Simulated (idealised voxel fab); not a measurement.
process module | voxel self aligned contacts
cross-section cut | 260 nm wide | cells 5 nm
We lay out every cross-section as a grid of square cells and spell it out in bands from the top down, where one band means one or more rows of cells.
For a band, the entry starts with two heights in nm, that of the top and then that of the bottom, and carries on with the band's materials in order from left to right, each alongside its width in nm; the word "everywhere" beside a single material means it fills the band edge to edge, and "empty" means empty space.
Height 0 is the level under which the wafer as received is all one material. The lowest band goes on downwards, as in "top 0, no bottom".
Quick explanation for "30..40": the width changes in equal steps down the rows of cells, from the first number in the band's top row to the second number in its bottom row.
Reading "changes: none" for a step: not a cell of the cross-section changed in it.
Entry "Closed void catalog". Content: empty spaces with no open connection to the top, size 8 cells or greater. Each: width x height at distance. Distance: from left edge. Unit: nm.
It should be noted that, on the line of a given step, the content following the step's settings is a remark produced by the simulator itself with respect to that step.
What "overlay nm" on a step's line means: if the step has a mask, that mask lay this far to the right of its planned place, or, when the value is negative, to the left.

This section lists the process steps that were planned
1) op RECEIVE | material Si
2) op OXIDIZE | depth nm 5
3) op DIRECTIONAL_DEP | material polySi | thk nm 30
4) op DIRECTIONAL_DEP | material SiN | thk nm 25
5) op PATTERN | tone cover | mask id GATE | material resist | width nm 25 | pitch nm 70 | thk nm 15 | overlay nm 0
6) op DIRECTIONAL_ETCH | etch materials SiN | depth nm 25
7) op DIRECTIONAL_ETCH | etch materials polySi | depth nm 30
8) op STRIP | etch materials resist
9) op CONFORMAL_DEP | material SiN | thk nm 10
10) op DIRECTIONAL_ETCH | etch materials SiN | depth nm 10
11) op FILL_DEP | material SiO2 | thk nm 15
12) op CMP | height nm 65
13) op MASKED_ETCH | tone open | mask id CONTACT | width nm 55 | pitch nm 70 | etch materials SiO2 | depth nm 70 | overlay nm 0
14) op CONFORMAL_DEP | material TiN | thk nm 5
15) op FILL_DEP | material W | thk nm 10
16) op CMP | height nm 65
17) op CONFORMAL_DEP | material SiN | thk nm 5

Incoming wafer in cross-section (state: after step 1)
top 0, no bottom  Si everywhere
Closed void catalog: none

First wafer of two, sectioned at end of module; run went per plan
top 70, bottom 65  SiN everywhere
top 65, bottom 55  65 of SiO2 | 5..20 of TiN | 45..15 of W | 5..20 of TiN | 15 of SiO2 | 5..20 of TiN | 45..15 of W | 5..20 of TiN | 70 of SiO2
top 55, bottom 30  35 of SiO2 | 45 of SiN | 5 of TiN | 15 of W | 5 of TiN | 45 of SiN | 5 of TiN | 15 of W | 5 of TiN | 45 of SiN | 40 of SiO2
top 30, bottom 0  35 of SiO2 | 10 of SiN | 25 of polySi | 10 of SiN | 5 of TiN | 15 of W | 5 of TiN | 10 of SiN | 25 of polySi | 10 of SiN | 5 of TiN | 15 of W | 5 of TiN | 10 of SiN | 25 of polySi | 10 of SiN | 40 of SiO2
top 0, bottom -5  80 of SiO2 | 25 of TiN | 45 of SiO2 | 25 of TiN | 85 of SiO2
top -5, no bottom  Si everywhere
Closed void catalog: none

Wafer two, end of module, cross-section. Same start, same plan as wafer one. One mistake in the run
top 70, bottom 65  TiN everywhere
top 65, bottom 55  65 of SiO2 | 5..20 of TiN | 45..15 of W | 5..20 of TiN | 15 of SiO2 | 5..20 of TiN | 45..15 of W | 5..20 of TiN | 70 of SiO2
top 55, bottom 30  35 of SiO2 | 45 of SiN | 5 of TiN | 15 of W | 5 of TiN | 45 of SiN | 5 of TiN | 15 of W | 5 of TiN | 45 of SiN | 40 of SiO2
top 30, bottom 0  35 of SiO2 | 10 of SiN | 25 of polySi | 10 of SiN | 5 of TiN | 15 of W | 5 of TiN | 10 of SiN | 25 of polySi | 10 of SiN | 5 of TiN | 15 of W | 5 of TiN | 10 of SiN | 25 of polySi | 10 of SiN | 40 of SiO2
top 0, bottom -5  80 of SiO2 | 25 of TiN | 45 of SiO2 | 25 of TiN | 85 of SiO2
top -5, no bottom  Si everywhere
Closed void catalog: none
Diagnosis: step 17, actual vs plan mismatch, actual run op CONFORMAL_DEP | material TiN | thk nm 5
The closing comparison, in cells, has the second wafer with more or fewer of some materials than the first: SiN -52; TiN +52
